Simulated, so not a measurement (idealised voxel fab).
process module | voxel self aligned contacts
cross-section cut | 210 nm wide | cells 5 nm
A cross-section is a grid of square cells, given in bands from the top down. A band is one or more rows of cells.
Each band's line starts with the height of the band's top and of its bottom, in nm. Then come its materials from left to right, each with its width in nm. One material with "throughout" fills the band from edge to edge. "air" is empty space.
Height 0 is the level under which the wafer as received is all one material. The lowest band goes on downwards, as in "0 down".
A width such as "30 to 40" changes by the same amount from each row of cells to the next, from the band's top row to its bottom row.
"no change" after a step means that no cell of the cross-section changed.
closed voids: empty space of 8 cells or more with no open way to the top, each as width x height at its distance from the left edge, in nm
after a step's settings: what the simulator itself notes on the step
overlay nm, on a step with a mask: how far to the right of its planned place the mask lay; to the left if negative
plan
1 op RECEIVE | material Si
2 op CONFORMAL_DEP | material SiO2 | thk nm 5
3 op DIRECTIONAL_DEP | material polySi | thk nm 30
4 op DIRECTIONAL_DEP | material SiN | thk nm 20
5 op PATTERN | tone cover | mask id GATE | material resist | width nm 30 | pitch nm 55 | thk nm 15 | overlay nm 0
6 op DIRECTIONAL_ETCH | etch materials SiN | depth nm 20
7 op DIRECTIONAL_ETCH | etch materials polySi | depth nm 30
8 op STRIP | etch materials resist
9 op CONFORMAL_DEP | material SiN | thk nm 5
10 op DIRECTIONAL_ETCH | etch materials SiN | depth nm 5
11 op FILL_DEP | material SiO2 | thk nm 15
12 op CMP | height nm 60
13 op MASKED_ETCH | tone open | mask id CONTACT | width nm 35 | pitch nm 55 | etch materials SiO2 | depth nm 60 | overlay nm 0
14 op CONFORMAL_DEP | material TiN | thk nm 5
15 op FILL_DEP | material W | thk nm 5
16 op CMP | height nm 60
17 op CONFORMAL_DEP | material SiCN | thk nm 5
first wafer, as planned
as received, after step 1
  0 down: Si throughout
  closed voids: none
after step 2
  5 to 0: SiO2 throughout
  below 0: unchanged
after step 3
  35 to 5: polySi throughout
  below 5: unchanged
after step 4
  55 to 35: SiN throughout
  below 35: unchanged
after step 5
  70 to 55: air 35 | resist 30 | air 25 | resist 30 | air 25 | resist 30 | air 35
  below 55: unchanged
after step 6
  70 to 55: air 35 | resist 30 | air 25 | resist 30 | air 25 | resist 30 | air 35
  55 to 35: air 35 | SiN 30 | air 25 | SiN 30 | air 25 | SiN 30 | air 35
  below 35: unchanged
after step 7
  70 to 55: air 35 | resist 30 | air 25 | resist 30 | air 25 | resist 30 | air 35
  55 to 35: air 35 | SiN 30 | air 25 | SiN 30 | air 25 | SiN 30 | air 35
  35 to 5: air 35 | polySi 30 | air 25 | polySi 30 | air 25 | polySi 30 | air 35
  below 5: unchanged
after step 8
  55 to 35: air 35 | SiN 30 | air 25 | SiN 30 | air 25 | SiN 30 | air 35
  below 35: unchanged
after step 9
  60 to 35: air 30 | SiN 40 | air 15 | SiN 40 | air 15 | SiN 40 | air 30
  35 to 10: air 30 | SiN 5 | polySi 30 | SiN 5 | air 15 | SiN 5 | polySi 30 | SiN 5 | air 15 | SiN 5 | polySi 30 | SiN 5 | air 30
  10 to 5: SiN 35 | polySi 30 | SiN 25 | polySi 30 | SiN 25 | polySi 30 | SiN 35
  below 5: unchanged
after step 10
  55 to 35: air 30 | SiN 40 | air 15 | SiN 40 | air 15 | SiN 40 | air 30
  35 to 5: air 30 | SiN 5 | polySi 30 | SiN 5 | air 15 | SiN 5 | polySi 30 | SiN 5 | air 15 | SiN 5 | polySi 30 | SiN 5 | air 30
  below 5: unchanged
after step 11
  70 to 55: SiO2 throughout
  55 to 35: SiO2 30 | SiN 40 | SiO2 15 | SiN 40 | SiO2 15 | SiN 40 | SiO2 30
  35 to 5: SiO2 30 | SiN 5 | polySi 30 | SiN 5 | SiO2 15 | SiN 5 | polySi 30 | SiN 5 | SiO2 15 | SiN 5 | polySi 30 | SiN 5 | SiO2 30
  below 5: unchanged
after step 12
  60 to 55: SiO2 throughout
  below 55: unchanged
after step 13
  60 to 55: SiO2 60 | air 35 | SiO2 20 | air 35 | SiO2 60
  55 to 35: SiO2 30 | SiN 40 | air 15 | SiN 40 | air 15 | SiN 40 | SiO2 30
  35 to 5: SiO2 30 | SiN 5 | polySi 30 | SiN 5 | air 15 | SiN 5 | polySi 30 | SiN 5 | air 15 | SiN 5 | polySi 30 | SiN 5 | SiO2 30
  5 to 0: SiO2 70 | air 15 | SiO2 40 | air 15 | SiO2 70
  below 0: unchanged
after step 14
  65 to 60: TiN 65 | air 25 | TiN 30 | air 25 | TiN 65
  60 to 55: SiO2 60 | TiN 15 | air 5 | TiN 15 | SiO2 20 | TiN 15 | air 5 | TiN 15 | SiO2 60
  55 to 35: SiO2 30 | SiN 40 | TiN 5 | air 5 | TiN 5 | SiN 40 | TiN 5 | air 5 | TiN 5 | SiN 40 | SiO2 30
  35 to 5: SiO2 30 | SiN 5 | polySi 30 | SiN 5 | TiN 5 | air 5 | TiN 5 | SiN 5 | polySi 30 | SiN 5 | TiN 5 | air 5 | TiN 5 | SiN 5 | polySi 30 | SiN 5 | SiO2 30
  5 to 0: SiO2 70 | TiN 15 | SiO2 40 | TiN 15 | SiO2 70
  below 0: unchanged
after step 15
  70 to 65: W throughout
  65 to 60: TiN 65 | W 25 | TiN 30 | W 25 | TiN 65
  60 to 55: SiO2 60 | TiN 15 | W 5 | TiN 15 | SiO2 20 | TiN 15 | W 5 | TiN 15 | SiO2 60
  55 to 35: SiO2 30 | SiN 40 | TiN 5 | W 5 | TiN 5 | SiN 40 | TiN 5 | W 5 | TiN 5 | SiN 40 | SiO2 30
  35 to 5: SiO2 30 | SiN 5 | polySi 30 | SiN 5 | TiN 5 | W 5 | TiN 5 | SiN 5 | polySi 30 | SiN 5 | TiN 5 | W 5 | TiN 5 | SiN 5 | polySi 30 | SiN 5 | SiO2 30
  below 5: unchanged
after step 16
  60 to 55: SiO2 60 | TiN 15 | W 5 | TiN 15 | SiO2 20 | TiN 15 | W 5 | TiN 15 | SiO2 60
  below 55: unchanged
after step 17
  65 to 60: SiCN throughout
  below 60: unchanged
second wafer: like start, like plan, one mistake. Through step 1 it matches the first wafer
when step 2 should have ended
  5 to 0: SiCN throughout
  below 0: unchanged
when step 3 should have ended
  35 to 5: polySi throughout
  below 5: unchanged
when step 4 should have ended
  55 to 35: SiN throughout
  below 35: unchanged
when step 5 should have ended
  70 to 55: air 35 | resist 30 | air 25 | resist 30 | air 25 | resist 30 | air 35
  below 55: unchanged
when step 6 should have ended
  70 to 55: air 35 | resist 30 | air 25 | resist 30 | air 25 | resist 30 | air 35
  55 to 35: air 35 | SiN 30 | air 25 | SiN 30 | air 25 | SiN 30 | air 35
  below 35: unchanged
when step 7 should have ended
  70 to 55: air 35 | resist 30 | air 25 | resist 30 | air 25 | resist 30 | air 35
  55 to 35: air 35 | SiN 30 | air 25 | SiN 30 | air 25 | SiN 30 | air 35
  35 to 5: air 35 | polySi 30 | air 25 | polySi 30 | air 25 | polySi 30 | air 35
  below 5: unchanged
when step 8 should have ended
  55 to 35: air 35 | SiN 30 | air 25 | SiN 30 | air 25 | SiN 30 | air 35
  below 35: unchanged
when step 9 should have ended
  60 to 35: air 30 | SiN 40 | air 15 | SiN 40 | air 15 | SiN 40 | air 30
  35 to 10: air 30 | SiN 5 | polySi 30 | SiN 5 | air 15 | SiN 5 | polySi 30 | SiN 5 | air 15 | SiN 5 | polySi 30 | SiN 5 | air 30
  10 to 5: SiN 35 | polySi 30 | SiN 25 | polySi 30 | SiN 25 | polySi 30 | SiN 35
  below 5: unchanged
when step 10 should have ended
  55 to 35: air 30 | SiN 40 | air 15 | SiN 40 | air 15 | SiN 40 | air 30
  35 to 5: air 30 | SiN 5 | polySi 30 | SiN 5 | air 15 | SiN 5 | polySi 30 | SiN 5 | air 15 | SiN 5 | polySi 30 | SiN 5 | air 30
  below 5: unchanged
when step 11 should have ended
  70 to 55: SiO2 throughout
  55 to 35: SiO2 30 | SiN 40 | SiO2 15 | SiN 40 | SiO2 15 | SiN 40 | SiO2 30
  35 to 5: SiO2 30 | SiN 5 | polySi 30 | SiN 5 | SiO2 15 | SiN 5 | polySi 30 | SiN 5 | SiO2 15 | SiN 5 | polySi 30 | SiN 5 | SiO2 30
  below 5: unchanged
when step 12 should have ended
  60 to 55: SiO2 throughout
  below 55: unchanged
when step 13 should have ended
  60 to 55: SiO2 60 | air 35 | SiO2 20 | air 35 | SiO2 60
  55 to 35: SiO2 30 | SiN 40 | air 15 | SiN 40 | air 15 | SiN 40 | SiO2 30
  35 to 5: SiO2 30 | SiN 5 | polySi 30 | SiN 5 | air 15 | SiN 5 | polySi 30 | SiN 5 | air 15 | SiN 5 | polySi 30 | SiN 5 | SiO2 30
  below 5: unchanged
when step 14 should have ended
  65 to 60: TiN 65 | air 25 | TiN 30 | air 25 | TiN 65
  60 to 55: SiO2 60 | TiN 15 | air 5 | TiN 15 | SiO2 20 | TiN 15 | air 5 | TiN 15 | SiO2 60
  55 to 35: SiO2 30 | SiN 40 | TiN 5 | air 5 | TiN 5 | SiN 40 | TiN 5 | air 5 | TiN 5 | SiN 40 | SiO2 30
  35 to 10: SiO2 30 | SiN 5 | polySi 30 | SiN 5 | TiN 5 | air 5 | TiN 5 | SiN 5 | polySi 30 | SiN 5 | TiN 5 | air 5 | TiN 5 | SiN 5 | polySi 30 | SiN 5 | SiO2 30
  10 to 5: SiO2 30 | SiN 5 | polySi 30 | SiN 5 | TiN 15 | SiN 5 | polySi 30 | SiN 5 | TiN 15 | SiN 5 | polySi 30 | SiN 5 | SiO2 30
  below 5: unchanged
when step 15 should have ended
  70 to 65: W throughout
  65 to 60: TiN 65 | W 25 | TiN 30 | W 25 | TiN 65
  60 to 55: SiO2 60 | TiN 15 | W 5 | TiN 15 | SiO2 20 | TiN 15 | W 5 | TiN 15 | SiO2 60
  55 to 35: SiO2 30 | SiN 40 | TiN 5 | W 5 | TiN 5 | SiN 40 | TiN 5 | W 5 | TiN 5 | SiN 40 | SiO2 30
  35 to 10: SiO2 30 | SiN 5 | polySi 30 | SiN 5 | TiN 5 | W 5 | TiN 5 | SiN 5 | polySi 30 | SiN 5 | TiN 5 | W 5 | TiN 5 | SiN 5 | polySi 30 | SiN 5 | SiO2 30
  below 10: unchanged
when step 16 should have ended
  60 to 55: SiO2 60 | TiN 15 | W 5 | TiN 15 | SiO2 20 | TiN 15 | W 5 | TiN 15 | SiO2 60
  below 55: unchanged
when step 17 should have ended
  65 to 60: SiCN throughout
  below 60: unchanged
what went wrong: step 2 ran as: op CONFORMAL_DEP | material SiCN | thk nm 5
at the end the second wafer has, in cells: 42 more of SiCN | 36 fewer of SiO2 | 4 fewer of TiN | 2 fewer of W
